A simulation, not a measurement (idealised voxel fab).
This is a process module. Its name is voxel transistor to metal.
Section cut is 160 nm wide and gridded with 5 nm square cells.
Just so we're on the same page, the cross-sections are grids of square cells, and they're listed out in bands top to bottom, each band one or more rows deep.
Quick guide to a band line: top height, bottom height (nm) up front; then every material left to right with its width in nm. Only one material and it's marked "all across"? Then it fills the band edge to edge. And "air" just means empty space.
Basically, 0 is our baseline, since under it the wafer straight out of the box is all one material. The bottom band has no lower end and keeps on going down, so it looks like "0 nm and below".
The two numbers in a width such as "30..40" mark its ends across the band: the first belongs to the top row of cells, the second to the bottom row, and from each row to the next the width moves by the same amount.
What does "nothing was modified" mean for a step? It means no cell of the cross-section changed in that step.
For the entry "Fully sealed cavities", the listed items are empty spaces with no open way to the top whose size is 8 cells or more; each item follows the pattern width x height at distance, where distance is from the left edge and all three are in nm.
Read whatever lies past the settings on a step's line as the simulator's own remark about the step.
On any step carrying a mask, the "overlay nm" setting, if present on the step's line, tells how far right of its planned place the mask lay; negative values point to the left.
### The planned process steps are enumerated hereunder
1. RECEIVE,material Si
2. CONFORMAL_DEP,material SiO2,thk nm 5
3. CONFORMAL_DEP,material SiN,thk nm 10
4. PATTERN,tone cover,mask id ACTIVE,material resist,width nm 125,thk nm 20,overlay nm 0
5. DIRECTIONAL_ETCH,etch materials SiN,depth nm 10
6. DIRECTIONAL_ETCH,etch materials SiO2,depth nm 5
7. DIRECTIONAL_ETCH,etch materials Si,depth nm 35
8. STRIP,etch materials resist
9. FILL_DEP,material SiO2,thk nm 15
10. CMP,height nm 15
11. SELECTIVE_ETCH,etch materials SiO2,depth nm 5
12. STRIP,etch materials SiN
13. SELECTIVE_ETCH,etch materials SiO2,depth nm 5
14. OXIDIZE,depth nm 5
15. DIRECTIONAL_DEP,material polySi,thk nm 20
16. DIRECTIONAL_DEP,material SiCN,thk nm 10
17. PATTERN,tone cover,mask id GATE,material resist,width nm 35,thk nm 15,overlay nm 0
18. DIRECTIONAL_ETCH,etch materials SiCN,depth nm 20
19. DIRECTIONAL_ETCH,etch materials polySi,depth nm 30
20. STRIP,etch materials resist
21. CONFORMAL_DEP,material SiO2,thk nm 5
22. DIRECTIONAL_ETCH,etch materials SiO2,depth nm 5
23. CONFORMAL_DEP,material SiN,thk nm 5
24. DIRECTIONAL_ETCH,etch materials SiN,depth nm 5
25. DIRECTIONAL_ETCH,etch materials SiO2,depth nm 5
26. DIRECTIONAL_ETCH,etch materials Si,depth nm 5
27. EPI,material SiGe,thk nm 5
28. FILL_DEP,material SiO2,thk nm 5
29. CMP,height nm 20
30. STRIP,etch materials polySi
31. SELECTIVE_ETCH,etch materials SiO2,depth nm 5
32. CONFORMAL_DEP,material HfO2,thk nm 5
33. CONFORMAL_DEP,material TiN,thk nm 5
34. FILL_DEP,material W,thk nm 5
35. CMP,height nm 15
36. DIRECTIONAL_DEP,material SiO2,thk nm 15
37. MASKED_ETCH,tone open,mask id CONTACT,width nm 20,pitch nm 85,etch materials SiO2,depth nm 35,overlay nm 0
38. CONFORMAL_DEP,material TiN,thk nm 5
39. FILL_DEP,material Ru,thk nm 5
40. CMP,height nm 30
41. CONFORMAL_DEP,material SiN,thk nm 5
42. DIRECTIONAL_DEP,material lowk,thk nm 20
43. PATTERN,tone open,mask id METAL_1,material resist,width nm 20,pitch nm 85,thk nm 20,overlay nm 0
44. DIRECTIONAL_ETCH,etch materials lowk,depth nm 20
45. DIRECTIONAL_ETCH,etch materials SiN,depth nm 5
46. STRIP,etch materials resist
47. CONFORMAL_DEP,material TiN,thk nm 5
48. FILL_DEP,material Ru,thk nm 5
49. CMP,height nm 55
50. CONFORMAL_DEP,material SiCN,thk nm 5
51. DIRECTIONAL_DEP,material SiO2,thk nm 30
52. PATTERN,tone open,mask id METAL_2_HOLES,material resist,width nm 15,pitch nm 85,thk nm 20,overlay nm 0
53. DIRECTIONAL_ETCH,etch materials SiO2,depth nm 30
54. STRIP,etch materials resist
55. PATTERN,tone open,mask id METAL_2,material resist,width nm 20,pitch nm 85,thk nm 15,overlay nm 0
56. DIRECTIONAL_ETCH,etch materials SiO2,depth nm 15
57. DIRECTIONAL_ETCH,etch materials SiCN,depth nm 5
58. STRIP,etch materials resist
59. CONFORMAL_DEP,material TiN,thk nm 5
60. FILL_DEP,material Cu,thk nm 10
61. CMP,height nm 90
62. CONFORMAL_DEP,material SiN,thk nm 5
### So this is the incoming wafer in cross-section - it's already been through step 1
	0 nm and below | Si all across
	Fully sealed cavities: none
### First of two wafers, end-of-module section, run followed plan
	95 nm to 90 nm | SiN all across
	90 nm to 80 nm | SiO2=25  TiN=5  Cu=10  TiN=5  SiO2=65  TiN=5  Cu=10  TiN=5  SiO2=30
	80 nm to 75 nm | SiO2=25  TiN=5  Cu=5  TiN=10  SiO2=65  TiN=5  Cu=5  TiN=10  SiO2=30
	75 nm to 60 nm | SiO2=25  TiN=5  Cu=5  TiN=5  SiO2=70  TiN=5  Cu=5  TiN=5  SiO2=35
	60 nm to 55 nm | SiCN=25  TiN=15  SiCN=70  TiN=15  SiCN=35
	55 nm to 35 nm | lowk=25  TiN=5  Ru=10  TiN=5  lowk=65  TiN=5  Ru=10  TiN=5  lowk=30
	35 nm to 30 nm | SiN=25  TiN=20  SiN=65  TiN=20  SiN=30
	30 nm to 15 nm | SiO2=25  TiN=5  Ru=10  TiN=5  SiO2=65  TiN=5  Ru=10  TiN=5  SiO2=30
	15 nm to 5 nm | SiO2=25  TiN=5  Ru=10  TiN=5  SiO2=5  SiN=5  HfO2=5  TiN=5  W=25  TiN=5  HfO2=5  SiN=5  SiO2=5  TiN=5  Ru=10  TiN=5  SiO2=30
	5 nm to 0 nm | SiO2=15  SiN=5  SiO2=5  TiN=5  Ru=10  TiN=5  SiO2=5  SiN=5  HfO2=5  TiN=35  HfO2=5  SiN=5  SiO2=5  TiN=5  Ru=10  TiN=5  SiO2=5  SiN=5  SiO2=20
	0 nm to -5 nm | SiO2=20  SiGe=5  TiN=20  SiGe=5  SiO2=5  HfO2=45  SiO2=5  SiGe=5  TiN=20  SiGe=5  SiO2=25
	-5 nm to -10 nm | SiO2=15  Si=5  SiGe=30  Si=55  SiGe=30  Si=5  SiO2=20
	-10 nm to -35 nm | SiO2=15  Si=125  SiO2=20
	-35 nm and below | Si all across
	Fully sealed cavities: none
### The second wafer, shown in cross-section after the module: started the same way as the first and given the same plan, yet one mistake crept into how it was run
	95 nm to 90 nm | SiN all across
	90 nm to 80 nm | SiO2=25  TiN=5  Cu=5  TiN=5  SiO2=70  TiN=5  Cu=5  TiN=5  SiO2=35
	80 nm to 75 nm | SiO2=25  TiN=15  SiO2=70  TiN=15  SiO2=35
	75 nm to 60 nm | SiO2 all across
	60 nm to 55 nm | SiCN all across
	55 nm to 35 nm | lowk=25  TiN=5  Ru=10  TiN=5  lowk=65  TiN=5  Ru=10  TiN=5  lowk=30
	35 nm to 30 nm | SiN=25  TiN=20  SiN=65  TiN=20  SiN=30
	30 nm to 15 nm | SiO2=25  TiN=5  Ru=10  TiN=5  SiO2=65  TiN=5  Ru=10  TiN=5  SiO2=30
	15 nm to 5 nm | SiO2=25  TiN=5  Ru=10  TiN=5  SiO2=5  SiN=5  HfO2=5  TiN=5  W=25  TiN=5  HfO2=5  SiN=5  SiO2=5  TiN=5  Ru=10  TiN=5  SiO2=30
	5 nm to 0 nm | SiO2=15  SiN=5  SiO2=5  TiN=5  Ru=10  TiN=5  SiO2=5  SiN=5  HfO2=5  TiN=35  HfO2=5  SiN=5  SiO2=5  TiN=5  Ru=10  TiN=5  SiO2=5  SiN=5  SiO2=20
	0 nm to -5 nm | SiO2=20  SiGe=5  TiN=20  SiGe=5  SiO2=5  HfO2=45  SiO2=5  SiGe=5  TiN=20  SiGe=5  SiO2=25
	-5 nm to -10 nm | SiO2=15  Si=5  SiGe=30  Si=55  SiGe=30  Si=5  SiO2=20
	-10 nm to -35 nm | SiO2=15  Si=125  SiO2=20
	-35 nm and below | Si all across
	Fully sealed cavities: none
Processing error: step 51 of the plan was carried out twice
Heads up, by the end the second wafer has more or fewer cells of some materials compared to the first: Cu -12; SiCN +6; SiO2 +24; TiN -18
